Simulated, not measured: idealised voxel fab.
The following is a process module called voxel released beams.
The cross-section shown here is cut; it is 290 nm wide and divided into square cells measuring 5 nm on a side.
Cross-sections here: square-cell grids, written as top-down lists of bands, a band being one or more rows of cells.
Heights first: top, then bottom, in nm. Then materials, left to right, each with a width in nm. "everywhere" on a single material: fills the band edge to edge. "air": empty space.
Heights are reckoned from 0. Under this level, the received wafer is all of one material. The bottommost band is open-ended downward, for example "0 and below".
Think of "30..40" as a width that walks from the first number to the second as you go down the band, top row to bottom row, taking equal-sized steps from row to row.
Given "changes: none" for a step, no cell of the cross-section differs between before and after that step.
Cavities, sealed: empty space of 8 cells or more with no open way to the top, each as width x height at its distance from the left edge, in nm
The remark found on a step's line after its settings is issued by the simulator itself and pertains to that step.
"overlay nm", when on a step's line for a step with a mask, measures how far to the right of its planned place the mask lay; a negative measure means to the left.

SET OUT BELOW ARE THE PLANNED STEPS OF THE PROCESS
1: RECEIVE (material Si)
2: CONFORMAL_DEP (material SiN; thk nm 10)
3: DIRECTIONAL_DEP (material SiO2; thk nm 10)
4: PATTERN (tone open; mask id ANCHOR; material resist; width nm 45; thk nm 15; overlay nm 0)
5: DIRECTIONAL_ETCH (etch materials SiO2; depth nm 10)
6: STRIP (etch materials resist)
7: CONFORMAL_DEP (material polySi; thk nm 15)
8: MASKED_ETCH (tone cover; mask id BEAM; width nm 105; etch materials polySi; depth nm 15; overlay nm 0)
9: STRIP (etch materials SiO2)

WAFER AS RECEIVED: CROSS-SECTION FOLLOWING STEP 1
* 0 and below = Si everywhere
* Cavities, sealed: none

THE FIRST OF THE TWO WAFERS AS SEEN IN CROSS-SECTION ONCE THE MODULE WAS FINISHED; PROCESSING FOLLOWED THE PLAN
* 35 down to 25 = air (90) / polySi (20) / air (15) / polySi (70) / air (95)
* 25 down to 20 = air (90) / polySi (105) / air (95)
* 20 down to 10 = air (95) / polySi (45) / air (150)
* 10 down to 0 = SiN everywhere
* 0 and below = Si everywhere
* Cavities, sealed: none

SO THIS IS WAFER NUMBER TWO OF THE TWO, CUT AT THE END OF THE MODULE - IT STARTED WHERE THE FIRST DID AND HAD THE SAME PLAN, WE JUST GOT ONE THING WRONG RUNNING IT
* 25 down to 15 = air (90) / polySi (20) / air (15) / polySi (70) / air (95)
* 15 down to 10 = air (90) / polySi (105) / air (95)
* 10 down to 0 = air (95) / polySi (45) / air (150)
* 0 and below = Si everywhere
* Cavities, sealed: none
Misprocessing identified: plan step 2 was not performed, having been skipped
Heads up, by the end the second wafer has more or fewer cells of some materials compared to the first: SiN: 116 fewer
